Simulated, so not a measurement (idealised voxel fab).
Herein follows the process module entitled voxel released beams.
The cross-section on display is named cut; it measures 170 nm wide, and its cells are 5 nm squares.
Bands, listed from the top down, are how a cross-section gets written in this document; the cross-section itself is a grid of square cells, and a band is one or more rows of them.
Per band: top height and bottom height in nm, followed by the left-to-right materials and their widths in nm; "all across" marks a single material spanning edge to edge, "air" marks empty space.
Heights are measured from 0, the level below which the as-received wafer is all one material; the lowest band has no bottom and continues downward, written as in "from 0 down".
The width entry "30..40" should be interpreted row by row: the top row of cells in the band takes the first number, the bottom row takes the second number, and the change between adjacent rows is uniform throughout.
You'll sometimes find "nothing altered" written for a step, and that's the way of saying that nowhere in the cross-section did a cell change during that step.
Entry "Enclosed void catalog" = empty spaces >= 8 cells with no open way to the top; each as width x height at distance, distance from left edge, all nm.
Formally, on a step line, whatever follows the settings is a remark that the simulator itself makes on the step.
overlay nm: mask right of planned place by this much (step with mask). Neg. = left.

# List of planned process steps
1: op RECEIVE | material Si
2: op CONFORMAL_DEP | material SiN | thk nm 5
3: op DIRECTIONAL_DEP | material SiO2 | thk nm 10
4: op DIRECTIONAL_DEP | material aC | thk nm 10
5: op PATTERN | tone open | mask id ANCHOR | material resist | width nm 25 | thk nm 25 | overlay nm 0
6: op DIRECTIONAL_ETCH | etch materials aC | depth nm 10
7: op STRIP | etch materials resist
8: op DIRECTIONAL_ETCH | etch materials SiO2 | depth nm 10
9: op STRIP | etch materials aC
10: op CONFORMAL_DEP | material TiN | thk nm 10
11: op DIRECTIONAL_DEP | material aC | thk nm 15
12: op PATTERN | tone cover | mask id BEAM | material resist | width nm 85 | thk nm 35 | overlay nm 0
13: op DIRECTIONAL_ETCH | etch materials aC | depth nm 15
14: op STRIP | etch materials resist
15: op DIRECTIONAL_ETCH | etch materials TiN | depth nm 10
16: op STRIP | etch materials aC
17: op STRIP | etch materials SiO2

# First wafer, two in total, run as planned

# Cross-section of the incoming wafer, state after step 1
- from 0 down  Si all across
- Enclosed void catalog: none

# Cross-section through the wafer, step 2 finished
- from 5 to 0  SiN all across
- Below 0, no change.

# Cross-section through the wafer, step 3 finished
- from 15 to 5  SiO2 all across
- Below 5, no change.

# Cross-section through the wafer, step 4 finished
- from 25 to 15  aC all across
- Below 15, no change.

# Cross-section through the wafer, step 5 finished
- from 50 to 25  resist 45 nm; air 25 nm; resist 100 nm
- Below 25, no change.

# Cross-section through the wafer, step 6 finished
- from 40 to 25  resist 45 nm; air 25 nm; resist 100 nm
- from 25 to 15  aC 45 nm; air 25 nm; aC 100 nm
- Below 15, no change.

# Cross-section through the wafer, step 7 finished
- from 25 to 15  aC 45 nm; air 25 nm; aC 100 nm
- Below 15, no change.

# Cross-section through the wafer, step 8 finished
- from 25 to 15  aC 45 nm; air 25 nm; aC 100 nm
- from 15 to 5  SiO2 45 nm; air 25 nm; SiO2 100 nm
- Below 5, no change.

# Cross-section through the wafer, step 9 finished
- from 15 to 5  SiO2 45 nm; air 25 nm; SiO2 100 nm
- Below 5, no change.

# Cross-section through the wafer, step 10 finished
- from 25 to 15  TiN 55 nm; air 5 nm; TiN 110 nm
- from 15 to 5  SiO2 45 nm; TiN 25 nm; SiO2 100 nm
- Below 5, no change.

# Cross-section through the wafer, step 11 finished
- from 40 to 30  aC 55 nm; air 5 nm; aC 110 nm
- from 30 to 25  aC all across
- from 25 to 15  TiN 55 nm; aC 5 nm; TiN 110 nm
- Below 15, no change.

# Cross-section through the wafer, step 12 finished
- from 75 to 40  air 40 nm; resist 85 nm; air 45 nm
- from 40 to 30  aC 55 nm; resist 5 nm; aC 110 nm
- Below 30, no change.

# Cross-section through the wafer, step 13 finished
- from 60 to 40  air 40 nm; resist 85 nm; air 45 nm
- from 40 to 30  air 40 nm; aC 15 nm; resist 5 nm; aC 65 nm; air 45 nm
- from 30 to 25  air 40 nm; aC 85 nm; air 45 nm
- Below 25, no change.

# Cross-section through the wafer, step 14 finished
- from 40 to 30  air 40 nm; aC 15 nm; air 5 nm; aC 65 nm; air 45 nm
- Below 30, no change.

# Cross-section through the wafer, step 15 finished
- from 40 to 30  air 40 nm; aC 15 nm; air 5 nm; aC 65 nm; air 45 nm
- from 30 to 25  air 40 nm; aC 85 nm; air 45 nm
- from 25 to 15  air 40 nm; TiN 15 nm; aC 5 nm; TiN 65 nm; air 45 nm
- Below 15, no change.

# Cross-section through the wafer, step 16 finished
- from 25 to 15  air 40 nm; TiN 15 nm; air 5 nm; TiN 65 nm; air 45 nm
- Below 15, no change.

# Cross-section through the wafer, step 17 finished
- from 25 to 15  air 40 nm; TiN 15 nm; air 5 nm; TiN 65 nm; air 45 nm
- from 15 to 5  air 45 nm; TiN 25 nm; air 100 nm
- Below 5, no change.

# Okay, second wafer. Nothing different at the start, nothing different in the plan, just one mistake somewhere in the running. As far as step 1, counting that step, it's the first wafer all over again

# when step 2 should have ended
- from 10 to 0  SiO2 all across
- Below 0, no change.

# when step 3 should have ended
- from 15 to 10  SiN all across
- Below 10, no change.

# when step 4 should have ended
- from 25 to 15  aC all across
- Below 15, no change.

# when step 5 should have ended
- from 50 to 25  resist 45 nm; air 25 nm; resist 100 nm
- Below 25, no change.

# when step 6 should have ended
- from 40 to 25  resist 45 nm; air 25 nm; resist 100 nm
- from 25 to 15  aC 45 nm; air 25 nm; aC 100 nm
- Below 15, no change.

# when step 7 should have ended
- from 25 to 15  aC 45 nm; air 25 nm; aC 100 nm
- Below 15, no change.

when step 8 should have ended: nothing altered

# when step 9 should have ended
- from 15 to 10  SiN all across
- Below 10, no change.

# when step 10 should have ended
- from 25 to 15  TiN all across
- Below 15, no change.

# when step 11 should have ended
- from 40 to 25  aC all across
- Below 25, no change.

# when step 12 should have ended
- from 75 to 40  air 40 nm; resist 85 nm; air 45 nm
- Below 40, no change.

# when step 13 should have ended
- from 60 to 40  air 40 nm; resist 85 nm; air 45 nm
- from 40 to 25  air 40 nm; aC 85 nm; air 45 nm
- Below 25, no change.

# when step 14 should have ended
- from 40 to 25  air 40 nm; aC 85 nm; air 45 nm
- Below 25, no change.

# when step 15 should have ended
- from 40 to 25  air 40 nm; aC 85 nm; air 45 nm
- from 25 to 15  air 40 nm; TiN 85 nm; air 45 nm
- Below 15, no change.

# when step 16 should have ended
- from 25 to 15  air 40 nm; TiN 85 nm; air 45 nm
- Below 15, no change.

when step 17 should have ended: nothing altered
Misprocessing identified: steps 2 and 3 run out of order (swapped)
at the end the second wafer has, in cells: SiO2 +68 | TiN -8
